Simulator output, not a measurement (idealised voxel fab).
Module name: voxel double patterning (process module)
Displayed cross-section: cut, width of 160 nm, square cells sized 5 nm.
The cross-sections in this document take the form of a grid made of square cells. They are written out as bands, in order from top to bottom. Each band consists of one or more rows of cells. Top height, bottom height, nm. Materials left to right, width each, nm. Single material + "throughout" = fills band edge to edge. "air" = empty. Basically, 0 is our baseline, since under it the wafer straight out of the box is all one material. The bottom band has no lower end and keeps on going down, so it looks like "0 down". Top row gets the first number, bottom row gets the second, and each row in between changes by the same step: that is how a band width like "30..40" works. When a step is marked "nothing got changed", none of the cells in the cross-section changed during that step. Look at "Entrapped void list" for the closed voids: empty spaces with no open path to the top, sized 8 cells or up. Each is width x height at distance, distance from the left edge, all nm. Read whatever lies past the settings on a step's line as the simulator's own remark about the step. The setting "overlay nm" may be written on the line of a step. When the step uses a mask, the value reports how far to the right of the planned place the mask lay, and a negative value reports that it lay to the left.

**The following list gives the planned process steps**
1,RECEIVE (material Si)
2,CONFORMAL_DEP (material SiO2; thk nm 10)
3,DIRECTIONAL_DEP (material polySi; thk nm 15)
4,DIRECTIONAL_DEP (material SiCN; thk nm 10)
5,MASKED_ETCH (tone open; mask id FIRST; width nm 15; pitch nm 50; etch materials SiCN; depth nm 10; overlay nm 0)
6,DIRECTIONAL_DEP (material aC; thk nm 10)
7,PATTERN (tone open; mask id SECOND; material resist; width nm 15; pitch nm 50; thk nm 25; overlay nm 0)
8,DIRECTIONAL_ETCH (etch materials aC; depth nm 10)
9,STRIP (etch materials resist)
10,DIRECTIONAL_ETCH (etch materials SiCN; depth nm 10)
11,STRIP (etch materials aC)
12,DIRECTIONAL_ETCH (etch materials polySi; depth nm 15)
13,STRIP (etch materials SiCN)

**first wafer, as planned**

**The cross-section here shows the wafer as received, i.e. in its state after step 1**
* 0 down | Si throughout
* Entrapped void list: none

**Wafer section view after processing step 2**
* 10 to 0 | SiO2 throughout
* Rest of section, below 0: as before.

**Wafer section view after processing step 3**
* 25 to 10 | polySi throughout
* Rest of section, below 10: as before.

**Wafer section view after processing step 4**
* 35 to 25 | SiCN throughout
* Rest of section, below 25: as before.

**Wafer section view after processing step 5**
* 35 to 25 | 20 SiCN / 15 air / 35 SiCN / 15 air / 35 SiCN / 15 air / 25 SiCN
* Rest of section, below 25: as before.

**Wafer section view after processing step 6**
* 45 to 35 | 20 aC / 15 air / 35 aC / 15 air / 35 aC / 15 air / 25 aC
* 35 to 25 | 20 SiCN / 15 aC / 35 SiCN / 15 aC / 35 SiCN / 15 aC / 25 SiCN
* Rest of section, below 25: as before.

**Wafer section view after processing step 7**
* 70 to 45 | 45 resist / 15 air / 35 resist / 15 air / 50 resist
* 45 to 35 | 20 aC / 15 resist / 35 aC / 15 resist / 35 aC / 15 resist / 25 aC
* Rest of section, below 35: as before.

**Wafer section view after processing step 8**
* 60 to 45 | 45 resist / 15 air / 35 resist / 15 air / 50 resist
* 45 to 35 | 20 aC / 15 resist / 10 aC / 15 air / 10 aC / 15 resist / 10 aC / 15 air / 10 aC / 15 resist / 25 aC
* Rest of section, below 35: as before.

**Wafer section view after processing step 9**
* 45 to 35 | 20 aC / 15 air / 10 aC / 15 air / 10 aC / 15 air / 10 aC / 15 air / 10 aC / 15 air / 25 aC
* Rest of section, below 35: as before.

**Wafer section view after processing step 10**
* 45 to 35 | 20 aC / 15 air / 10 aC / 15 air / 10 aC / 15 air / 10 aC / 15 air / 10 aC / 15 air / 25 aC
* 35 to 25 | 20 SiCN / 15 aC / 10 SiCN / 15 air / 10 SiCN / 15 aC / 10 SiCN / 15 air / 10 SiCN / 15 aC / 25 SiCN
* Rest of section, below 25: as before.

**Wafer section view after processing step 11**
* 35 to 25 | 20 SiCN / 15 air / 10 SiCN / 15 air / 10 SiCN / 15 air / 10 SiCN / 15 air / 10 SiCN / 15 air / 25 SiCN
* Rest of section, below 25: as before.

**Wafer section view after processing step 12**
* 35 to 25 | 20 SiCN / 15 air / 10 SiCN / 15 air / 10 SiCN / 15 air / 10 SiCN / 15 air / 10 SiCN / 15 air / 25 SiCN
* 25 to 10 | 20 polySi / 15 air / 10 polySi / 15 air / 10 polySi / 15 air / 10 polySi / 15 air / 10 polySi / 15 air / 25 polySi
* Rest of section, below 10: as before.

**Wafer section view after processing step 13**
* 25 to 10 | 20 polySi / 15 air / 10 polySi / 15 air / 10 polySi / 15 air / 10 polySi / 15 air / 10 polySi / 15 air / 25 polySi
* Rest of section, below 10: as before.

**Second wafer, same starting conditions and recipe as the first, one mistake in executing it, nothing differs from the first up to and including step 2**

**Second wafer shown in cross-section at the time step 3 was slated to end**
* 35 to 10 | polySi throughout
* Rest of section, below 10: as before.

**Second wafer shown in cross-section at the time step 4 was slated to end**
* 45 to 35 | SiCN throughout
* Rest of section, below 35: as before.

**Second wafer shown in cross-section at the time step 5 was slated to end**
* 45 to 35 | 20 SiCN / 15 air / 35 SiCN / 15 air / 35 SiCN / 15 air / 25 SiCN
* Rest of section, below 35: as before.

**Second wafer shown in cross-section at the time step 6 was slated to end**
* 55 to 45 | 20 aC / 15 air / 35 aC / 15 air / 35 aC / 15 air / 25 aC
* 45 to 35 | 20 SiCN / 15 aC / 35 SiCN / 15 aC / 35 SiCN / 15 aC / 25 SiCN
* Rest of section, below 35: as before.

**Second wafer shown in cross-section at the time step 7 was slated to end**
* 80 to 55 | 45 resist / 15 air / 35 resist / 15 air / 50 resist
* 55 to 45 | 20 aC / 15 resist / 35 aC / 15 resist / 35 aC / 15 resist / 25 aC
* Rest of section, below 45: as before.

**Second wafer shown in cross-section at the time step 8 was slated to end**
* 70 to 55 | 45 resist / 15 air / 35 resist / 15 air / 50 resist
* 55 to 45 | 20 aC / 15 resist / 10 aC / 15 air / 10 aC / 15 resist / 10 aC / 15 air / 10 aC / 15 resist / 25 aC
* Rest of section, below 45: as before.

**Second wafer shown in cross-section at the time step 9 was slated to end**
* 55 to 45 | 20 aC / 15 air / 10 aC / 15 air / 10 aC / 15 air / 10 aC / 15 air / 10 aC / 15 air / 25 aC
* Rest of section, below 45: as before.

**Second wafer shown in cross-section at the time step 10 was slated to end**
* 55 to 45 | 20 aC / 15 air / 10 aC / 15 air / 10 aC / 15 air / 10 aC / 15 air / 10 aC / 15 air / 25 aC
* 45 to 35 | 20 SiCN / 15 aC / 10 SiCN / 15 air / 10 SiCN / 15 aC / 10 SiCN / 15 air / 10 SiCN / 15 aC / 25 SiCN
* Rest of section, below 35: as before.

**Second wafer shown in cross-section at the time step 11 was slated to end**
* 45 to 35 | 20 SiCN / 15 air / 10 SiCN / 15 air / 10 SiCN / 15 air / 10 SiCN / 15 air / 10 SiCN / 15 air / 25 SiCN
* Rest of section, below 35: as before.

**Second wafer shown in cross-section at the time step 12 was slated to end**
* 45 to 35 | 20 SiCN / 15 air / 10 SiCN / 15 air / 10 SiCN / 15 air / 10 SiCN / 15 air / 10 SiCN / 15 air / 25 SiCN
* 35 to 20 | 20 polySi / 15 air / 10 polySi / 15 air / 10 polySi / 15 air / 10 polySi / 15 air / 10 polySi / 15 air / 25 polySi
* Rest of section, below 20: as before.

**Second wafer shown in cross-section at the time step 13 was slated to end**
* 35 to 20 | 20 polySi / 15 air / 10 polySi / 15 air / 10 polySi / 15 air / 10 polySi / 15 air / 10 polySi / 15 air / 25 polySi
* Rest of section, below 20: as before.
Deviation noted in wafer processing: for step 3, the planned setting was not used; the step was instead run as DIRECTIONAL_DEP (material polySi; thk nm 25)
Heads up, by the end the second wafer has more or fewer cells of some materials compared to the first: polySi +64
